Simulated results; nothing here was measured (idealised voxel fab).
process module | voxel gate over fins
cross-section cut | 175 nm wide | cells 5 nm
A cross-section is a grid of square cells, given in bands from the top down. A band is one or more rows of cells.
Each band's line starts with the height of the band's top and of its bottom, in nm. Then come its materials from left to right, each with its width in nm. One material with "throughout" fills the band from edge to edge. "air" is empty space.
Height 0 is the level under which the wafer as received is all one material. The lowest band goes on downwards, as in "0 down".
A width such as "30 to 40" changes by the same amount from each row of cells to the next, from the band's top row to its bottom row.
"no change" after a step means that no cell of the cross-section changed.
closed voids: empty space of 8 cells or more with no open way to the top, each as width x height at its distance from the left edge, in nm
after a step's settings: what the simulator itself notes on the step
overlay nm, on a step with a mask: how far to the right of its planned place the mask lay; to the left if negative
plan
1 op RECEIVE | material Si
2 op CONFORMAL_DEP | material SiN | thk nm 5
3 op DIRECTIONAL_DEP | material aC | thk nm 15
4 op PATTERN | tone cover | mask id FINS | material resist | width nm 15 | pitch nm 35 | thk nm 35 | overlay nm 0
5 op DIRECTIONAL_ETCH | etch materials aC | depth nm 15
6 op STRIP | etch materials resist
7 op DIRECTIONAL_ETCH | etch materials SiN | depth nm 5
8 op DIRECTIONAL_ETCH | etch materials Si | depth nm 30
9 op STRIP | etch materials aC
10 op FILL_DEP | material SiO2 | thk nm 5
11 op CMP | height nm 5
12 op SELECTIVE_ETCH | etch materials SiO2 | depth nm 20
13 op STRIP | etch materials SiN
14 op CONFORMAL_DEP | material HfO2 | thk nm 5
15 op CONFORMAL_DEP | material TiN | thk nm 5
16 op FILL_DEP | material W | thk nm 10
17 op CMP | height nm 15
18 op CONFORMAL_DEP | material SiCN | thk nm 10
as received, after step 1
  0 down: Si throughout
  closed voids: none
first wafer at the end, as planned
  25 to 15: SiCN throughout
  15 to 10: W throughout
  10 to 5: W 50 | TiN 70 | W 55
  5 to 0: W 50 | TiN 5 | HfO2 25 | TiN 10 | HfO2 25 | TiN 5 | W 55
  0 to -5: W 50 | TiN 5 | HfO2 5 | Si 15 | HfO2 5 | TiN 10 | HfO2 5 | Si 15 | HfO2 5 | TiN 5 | W 55
  -5 to -10: TiN 55 | HfO2 5 | Si 15 | HfO2 5 | TiN 10 | HfO2 5 | Si 15 | HfO2 5 | TiN 60
  -10 to -15: HfO2 60 | Si 15 | HfO2 20 | Si 15 | HfO2 65
  -15 to -30: SiO2 60 | Si 15 | SiO2 20 | Si 15 | SiO2 65
  -30 down: Si throughout
  closed voids: none
second wafer at the end: like start, like plan, one mistake
  25 to 15: SiCN throughout
  15 to 10: W throughout
  10 to 5: W 50 | TiN 70 | W 55
  5 to 0: W 50 | TiN 5 | HfO2 25 | TiN 10 | HfO2 25 | TiN 5 | W 55
  0 to -5: W 50 | TiN 5 | HfO2 5 | Si 15 | HfO2 5 | TiN 10 | HfO2 5 | Si 15 | HfO2 5 | TiN 5 | W 55
  -5 to -10: TiN 55 | HfO2 5 | Si 15 | HfO2 5 | TiN 10 | HfO2 5 | Si 15 | HfO2 5 | TiN 60
  -10 to -15: HfO2 45 | TiN 10 | HfO2 5 | Si 15 | HfO2 5 | TiN 10 | HfO2 5 | Si 15 | HfO2 5 | TiN 10 | HfO2 50
  -15 to -20: SiO2 40 | HfO2 20 | Si 15 | HfO2 20 | Si 15 | HfO2 20 | SiO2 45
  -20 to -30: SiO2 60 | Si 15 | SiO2 20 | Si 15 | SiO2 65
  -30 down: Si throughout
  closed voids: none
what went wrong: steps 12 and 13 were swapped
at the end the second wafer has, in cells: 6 more of HfO2 | 12 fewer of SiO2 | 6 more of TiN
